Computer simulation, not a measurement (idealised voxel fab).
Process module, titled voxel spacer lines
This is section cut - it's 235 nm across, gridded in 5 nm square cells.
Square cells in a grid make up a cross-section in this document, and the grid is given as bands, listed from the top down, each one or more rows of cells. For a band, the entry starts with two heights in nm, that of the top and then that of the bottom, and carries on with the band's materials in order from left to right, each alongside its width in nm; the word "full width" beside a single material means it fills the band edge to edge, and "blank" means empty space. Heights are expressed relative to 0, this being the level below which the as-received wafer comprises one material exclusively. The lowest band is unbounded in the downward direction and is denoted as in "0 -> down". A width such as "30->40" changes by the same amount from each row of cells to the next, from the band's top row to its bottom row. A step reported as "all unchanged" is a step in which no cell of the cross-section changed. "Closed void entries": sealed empty spaces, 8 cells or more, no open way to top, listed width x height at distance, with distance from the left edge and width, height and distance in nm. Past the settings on a step's line: simulator remark, on that step. overlay nm: how far to the right of its planned place the mask lay on this masked step (negative: to the left).

**Here's what the planned process steps look like**
1,RECEIVE: material Si
2,CONFORMAL_DEP: material Al2O3, thk nm 5
3,DIRECTIONAL_DEP: material W, thk nm 10
4,DIRECTIONAL_DEP: material aC, thk nm 25
5,PATTERN: tone cover, mask id MANDREL, material resist, width nm 15, pitch nm 60, thk nm 35, overlay nm 0
6,DIRECTIONAL_ETCH: etch materials aC, depth nm 25
7,STRIP: etch materials resist
8,CONFORMAL_DEP: material SiO2, thk nm 15
9,DIRECTIONAL_ETCH: etch materials SiO2, depth nm 15
10,STRIP: etch materials aC
11,DIRECTIONAL_ETCH: etch materials W, depth nm 10
12,STRIP: etch materials SiO2
13,FILL_DEP: material lowk, thk nm 10
14,CMP: height nm 15

**As-received state of the wafer in cross-section, equivalent to post-step 1**
> 0 -> down  Si full width
> Closed void entries: none

**This is how the wafer looks in cross-section once the module is done, given the starting state and plan above and one mistake in carrying the plan out**
> 5 -> 0  Al2O3 full width
> 0 -> down  Si full width
> Closed void entries: none
Diagnosis: contrary to plan, step 14 was performed as CMP: height nm 5
